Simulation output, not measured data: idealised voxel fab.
You're looking at the process module voxel released beams.
For reference, the cross-section in this document is cut, with width 205 nm and square cells of 5 nm.
Cross-section = grid of square cells, listed top down in bands; band = one or more rows. In this notation a band is specified by the heights of its top and bottom, in that order and in nm, after which its materials appear from left to right, each paired with its width in nm. The word "throughout" attached to a single material means that material fills the band from edge to edge; the word "empty" stands for empty space. The level at which height equals 0 is the one under which the wafer, as it arrives, is entirely one material. No lower edge exists for the bottom band, which continues downward and is notated as in "from 0 down". With a width like "30->40", each row of cells in the band differs from the next by the same amount, the top row carrying the first number and the bottom row the second. A step reported as "no modification" is a step in which no cell of the cross-section changed. Enclosed voids (no open way to top), threshold 8 cells or more, entry "Closed void catalog", notation width x height at distance, distance from left edge, nm. Read whatever lies past the settings on a step's line as the simulator's own remark about the step. On any step carrying a mask, the "overlay nm" setting, if present on the step's line, tells how far right of its planned place the mask lay; negative values point to the left.

### Here's what the planned process steps look like
| 1 | RECEIVE (material Si) |
| 2 | CONFORMAL_DEP (material SiN; thk nm 10) |
| 3 | DIRECTIONAL_DEP (material SiO2; thk nm 15) |
| 4 | MASKED_ETCH (tone open; mask id ANCHOR; width nm 45; etch materials SiO2; depth nm 15; overlay nm 0) |
| 5 | CONFORMAL_DEP (material TiN; thk nm 15) |
| 6 | MASKED_ETCH (tone cover; mask id BEAM; width nm 95; etch materials TiN; depth nm 15; overlay nm 0) |
| 7 | STRIP (etch materials SiO2) |

### As received (post step 1): cross-section
	from 0 down = Si throughout
	Closed void catalog: none

### Here's the wafer cut in cross-section after the module, started and planned just like above, except one thing was done wrong in the run
	from 30 to 25 = empty=50, TiN=10, empty=35, TiN=50, empty=60
	from 25 to 15 = empty=55, TiN=5, empty=35, TiN=5, empty=105
	from 15 to 10 = empty=55, TiN=45, empty=105
	from 10 to 0 = SiN throughout
	from 0 down = Si throughout
	Closed void catalog: none
Here's what went sideways: step 5, actual vs plan mismatch, actual run CONFORMAL_DEP (material TiN; thk nm 5)
